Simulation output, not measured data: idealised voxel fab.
process module | voxel released beams
cross-section cut | 175 nm wide | cells 5 nm
A cross-section is a grid of square cells, given in bands from the top down. A band is one or more rows of cells.
Each band's line starts with the height of the band's top and of its bottom, in nm. Then come its materials from left to right, each with its width in nm. One material with "throughout" fills the band from edge to edge. "air" is empty space.
Height 0 is the level under which the wafer as received is all one material. The lowest band goes on downwards, as in "0 down".
A width such as "30 to 40" changes by the same amount from each row of cells to the next, from the band's top row to its bottom row.
"no change" after a step means that no cell of the cross-section changed.
closed voids: empty space of 8 cells or more with no open way to the top, each as width x height at its distance from the left edge, in nm
after a step's settings: what the simulator itself notes on the step
overlay nm, on a step with a mask: how far to the right of its planned place the mask lay; to the left if negative
plan
1 op RECEIVE | material Si
2 op CONFORMAL_DEP | material SiN | thk nm 5
3 op DIRECTIONAL_DEP | material SiO2 | thk nm 15
4 op PATTERN | tone open | mask id ANCHOR | material resist | width nm 25 | thk nm 15 | overlay nm 0
5 op DIRECTIONAL_ETCH | etch materials SiO2 | depth nm 15
6 op STRIP | etch materials resist
7 op CONFORMAL_DEP | material TiN | thk nm 10
8 op DIRECTIONAL_DEP | material aC | thk nm 15
9 op PATTERN | tone cover | mask id BEAM | material resist | width nm 95 | thk nm 30 | overlay nm 0
10 op DIRECTIONAL_ETCH | etch materials aC | depth nm 15
11 op STRIP | etch materials resist
12 op DIRECTIONAL_ETCH | etch materials TiN | depth nm 10
13 op STRIP | etch materials aC
14 op STRIP | etch materials SiO2
first wafer, as planned
as received, after step 1
  0 down: Si throughout
  closed voids: none
after step 2
  5 to 0: SiN throughout
  below 0: unchanged
after step 3
  20 to 5: SiO2 throughout
  below 5: unchanged
after step 4
  35 to 20: resist 40 | air 25 | resist 110
  below 20: unchanged
after step 5
  35 to 20: resist 40 | air 25 | resist 110
  20 to 5: SiO2 40 | air 25 | SiO2 110
  below 5: unchanged
after step 6
  20 to 5: SiO2 40 | air 25 | SiO2 110
  below 5: unchanged
after step 7
  30 to 20: TiN 50 | air 5 | TiN 120
  20 to 15: SiO2 40 | TiN 10 | air 5 | TiN 10 | SiO2 110
  15 to 5: SiO2 40 | TiN 25 | SiO2 110
  below 5: unchanged
after step 8
  45 to 30: aC 50 | air 5 | aC 120
  30 to 20: TiN 50 | aC 5 | TiN 120
  20 to 15: SiO2 40 | TiN 10 | aC 5 | TiN 10 | SiO2 110
  below 15: unchanged
after step 9
  75 to 45: air 35 | resist 95 | air 45
  45 to 30: aC 50 | resist 5 | aC 120
  below 30: unchanged
after step 10
  60 to 45: air 35 | resist 95 | air 45
  45 to 30: air 35 | aC 15 | resist 5 | aC 75 | air 45
  below 30: unchanged
after step 11
  45 to 30: air 35 | aC 15 | air 5 | aC 75 | air 45
  below 30: unchanged
after step 12
  45 to 30: air 35 | aC 15 | air 5 | aC 75 | air 45
  30 to 20: air 35 | TiN 15 | aC 5 | TiN 75 | air 45
  below 20: unchanged
after step 13
  30 to 20: air 35 | TiN 15 | air 5 | TiN 75 | air 45
  20 to 15: SiO2 40 | TiN 10 | air 5 | TiN 10 | SiO2 110
  below 15: unchanged
after step 14
  30 to 20: air 35 | TiN 15 | air 5 | TiN 75 | air 45
  20 to 15: air 40 | TiN 10 | air 5 | TiN 10 | air 110
  15 to 5: air 40 | TiN 25 | air 110
  below 5: unchanged
second wafer: like start, like plan, one mistake. Through step 1 it matches the first wafer
when step 2 should have ended: no change
when step 3 should have ended
  15 to 0: SiO2 throughout
  below 0: unchanged
when step 4 should have ended
  30 to 15: resist 40 | air 25 | resist 110
  below 15: unchanged
when step 5 should have ended
  30 to 15: resist 40 | air 25 | resist 110
  15 to 0: SiO2 40 | air 25 | SiO2 110
  below 0: unchanged
when step 6 should have ended
  15 to 0: SiO2 40 | air 25 | SiO2 110
  below 0: unchanged
when step 7 should have ended
  25 to 15: TiN 50 | air 5 | TiN 120
  15 to 10: SiO2 40 | TiN 10 | air 5 | TiN 10 | SiO2 110
  10 to 0: SiO2 40 | TiN 25 | SiO2 110
  below 0: unchanged
when step 8 should have ended
  40 to 25: aC 50 | air 5 | aC 120
  25 to 15: TiN 50 | aC 5 | TiN 120
  15 to 10: SiO2 40 | TiN 10 | aC 5 | TiN 10 | SiO2 110
  below 10: unchanged
when step 9 should have ended
  70 to 40: air 35 | resist 95 | air 45
  40 to 25: aC 50 | resist 5 | aC 120
  below 25: unchanged
when step 10 should have ended
  55 to 40: air 35 | resist 95 | air 45
  40 to 25: air 35 | aC 15 | resist 5 | aC 75 | air 45
  below 25: unchanged
when step 11 should have ended
  40 to 25: air 35 | aC 15 | air 5 | aC 75 | air 45
  below 25: unchanged
when step 12 should have ended
  40 to 25: air 35 | aC 15 | air 5 | aC 75 | air 45
  25 to 15: air 35 | TiN 15 | aC 5 | TiN 75 | air 45
  below 15: unchanged
when step 13 should have ended
  25 to 15: air 35 | TiN 15 | air 5 | TiN 75 | air 45
  15 to 10: SiO2 40 | TiN 10 | air 5 | TiN 10 | SiO2 110
  below 10: unchanged
when step 14 should have ended
  25 to 15: air 35 | TiN 15 | air 5 | TiN 75 | air 45
  15 to 10: air 40 | TiN 10 | air 5 | TiN 10 | air 110
  10 to 0: air 40 | TiN 25 | air 110
  below 0: unchanged
what went wrong: step 2 was left out
at the end the second wafer has, in cells: 35 fewer of SiN
